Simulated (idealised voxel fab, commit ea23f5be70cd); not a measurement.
process module | voxel tone inversion
cross-section cut | 295 nm wide | cells 5 nm
A cross-section is a grid of square cells, given in bands from the top down. A band is one or more rows of cells.
Each band's line starts with the height of the band's top and of its bottom, in nm. Then come its materials from left to right, each with its width in nm. One material with "throughout" fills the band from edge to edge. "air" is empty space.
Height 0 is the level under which the wafer as received is all one material. The lowest band goes on downwards, as in "0 down".
A width such as "30 to 40" changes by the same amount from each row of cells to the next, from the band's top row to its bottom row.
"no change" after a step means that no cell of the cross-section changed.
closed voids: empty space of 8 cells or more with no open way to the top, each as width x height at its distance from the left edge, in nm
after a step's settings: what the simulator itself notes on the step
overlay nm, on a step with a mask: how far to the right of its planned place the mask lay; to the left if negative
plan
1 op RECEIVE | material Si
2 op CONFORMAL_DEP | material SiCN | thk nm 5
3 op DIRECTIONAL_DEP | material aC | thk nm 25
4 op PATTERN | tone cover | mask id POSTS | material resist | width nm 25 | pitch nm 40 | thk nm 35 | overlay nm -15
5 op DIRECTIONAL_ETCH | etch materials aC | depth nm 25
6 op STRIP | etch materials resist
7 op FILL_DEP | material lowk | thk nm 5
8 op CMP | height nm 30
9 op STRIP | etch materials aC
varied across the wafers: overlay nm of step 4. The plan shows the first wafer's value. All wafers start alike
first wafer as received, after step 1
  0 down: Si throughout
  closed voids: none
first wafer at the end, after step 9
  30 to 5: lowk 60 | air 25 | lowk 15 | air 25 | lowk 15 | air 25 | lowk 15 | air 25 | lowk 90
  5 to 0: SiCN throughout
  0 down: Si throughout
  closed voids: none
last wafer at the end
  30 to 5: lowk 90 | air 25 | lowk 15 | air 25 | lowk 15 | air 25 | lowk 15 | air 25 | lowk 60
  5 to 0: SiCN throughout
  0 down: Si throughout
  closed voids: none
each wafer at the end: cells of each material gained (+) or lost (-) since it was received, then its closed voids
overlay nm -15 | +59 SiCN | +195 lowk | closed voids: none
overlay nm -10 | +59 SiCN | +195 lowk | closed voids: none
overlay nm -5 | +59 SiCN | +195 lowk | closed voids: none
overlay nm 0 | +59 SiCN | +195 lowk | closed voids: none
overlay nm 5 | +59 SiCN | +195 lowk | closed voids: none
overlay nm 10 | +59 SiCN | +195 lowk | closed voids: none
overlay nm 15 | +59 SiCN | +195 lowk | closed voids: none
